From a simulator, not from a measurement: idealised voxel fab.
Module name: voxel capacitor over wiring (process module)
Section cut is 165 nm wide and gridded with 5 nm square cells.
Reading order for cross-sections: top band down to bottom band. Underlying form: a grid of square cells. Band size: one or more rows of cells.
Within each band entry, the heights of the top and of the bottom of the band appear first, in that order and in nm; the materials of the band then follow from left to right, each with its corresponding width in nm. The designation "all across" on a single material indicates that it fills the band from edge to edge; the designation "blank" indicates empty space.
Height 0 is the level under which the wafer as received is all one material. The lowest band goes on downwards, as in "0 -> down".
Read "30 to 40" as a graded width: first number on top, second number at the bottom, same change between each pair of neighbouring rows.
What does "nothing changed" mean for a step? It means no cell of the cross-section changed in that step.
Empty spaces without an open route to the top, at least 8 cells in extent, make up the entry "Unvented internal voids"; each is given as width x height at distance, where the distance is measured from the left edge, and all are in nm.
Heads up: the bit after the settings on a step's line is the simulator's remark on that step.
On any step carrying a mask, the "overlay nm" setting, if present on the step's line, tells how far right of its planned place the mask lay; negative values point to the left.
Steps in the process plan
1: RECEIVE,material Si
2: CONFORMAL_DEP,material SiO2,thk nm 15
3: DIRECTIONAL_DEP,material TiN,thk nm 5
4: DIRECTIONAL_DEP,material W,thk nm 15
5: PATTERN,tone cover,mask id METAL_1,material resist,width nm 30,pitch nm 90,thk nm 20,overlay nm 0
6: DIRECTIONAL_ETCH,etch materials W,depth nm 15
7: DIRECTIONAL_ETCH,etch materials TiN,depth nm 5
8: STRIP,etch materials resist
9: CONFORMAL_DEP,material SiN,thk nm 5
10: FILL_DEP,material lowk,thk nm 5
11: CMP,height nm 35
12: CONFORMAL_DEP,material SiCN,thk nm 5
13: DIRECTIONAL_DEP,material lowk,thk nm 10
14: PATTERN,tone open,mask id PLUG_1,material resist,width nm 15,thk nm 15,overlay nm 0
15: DIRECTIONAL_ETCH,etch materials lowk,depth nm 10
16: DIRECTIONAL_ETCH,etch materials SiCN,depth nm 5
17: STRIP,etch materials resist
18: CONFORMAL_DEP,material TiN,thk nm 5
19: FILL_DEP,material Cu,thk nm 5
20: CMP,height nm 50
21: DIRECTIONAL_DEP,material TiN,thk nm 10
22: DIRECTIONAL_DEP,material SiN,thk nm 5
23: DIRECTIONAL_DEP,material TiN,thk nm 5
24: MASKED_ETCH,tone cover,mask id UPPER_PLATE,width nm 65,etch materials TiN,depth nm 5,overlay nm 0
25: MASKED_ETCH,tone cover,mask id UPPER_PLATE,width nm 65,etch materials SiN,depth nm 5,overlay nm 0
26: DIRECTIONAL_DEP,material aC,thk nm 10
27: PATTERN,tone cover,mask id LOWER_PLATE,material resist,width nm 75,thk nm 30,overlay nm 0
28: DIRECTIONAL_ETCH,etch materials aC,depth nm 10
29: STRIP,etch materials resist
30: DIRECTIONAL_ETCH,etch materials TiN,depth nm 10
31: STRIP,etch materials aC
32: FILL_DEP,material SiO2,thk nm 20
33: CMP,height nm 85
34: DIRECTIONAL_DEP,material aC,thk nm 10
35: PATTERN,tone open,mask id PLUG_2,material resist,width nm 15,thk nm 25,overlay nm 0
36: DIRECTIONAL_ETCH,etch materials aC,depth nm 10
37: STRIP,etch materials resist
38: DIRECTIONAL_ETCH,etch materials SiO2,depth nm 15
39: STRIP,etch materials aC
40: CONFORMAL_DEP,material TiN,thk nm 5
41: FILL_DEP,material Cu,thk nm 10
42: CMP,height nm 85
43: CONFORMAL_DEP,material SiN,thk nm 5
Cross-section, incoming material, after step 1
    0 -> down  Si all across
    Unvented internal voids: none
a wafer at the end: this start, this plan, one mistake
    90 -> 85  SiN all across
    85 -> 75  SiO2=45, TiN=5, Cu=5, TiN=5, SiO2=105
    75 -> 65  SiO2=45 to 35, TiN=15 to 65, SiO2=105 to 65
    65 -> 60  SiO2=35, SiN=65, SiO2=65
    60 -> 50  SiO2=30, TiN=75, SiO2=60
    50 -> 40  Cu=30, TiN=5, lowk=15, TiN=5, Cu=110
    40 -> 35  TiN=35, SiCN=15, TiN=115
    35 -> 20  lowk=15, SiN=5, W=30, SiN=5, lowk=50, SiN=5, W=30, SiN=5, lowk=20
    20 -> 15  SiN=20, TiN=30, SiN=60, TiN=30, SiN=25
    15 -> 0  SiO2 all across
    0 -> down  Si all across
    Unvented internal voids: none
Processing error: in deviation from the planned setting, step 14 was conducted as PATTERN,tone cover,mask id PLUG_1,material resist,width nm 15,thk nm 15,overlay nm 0
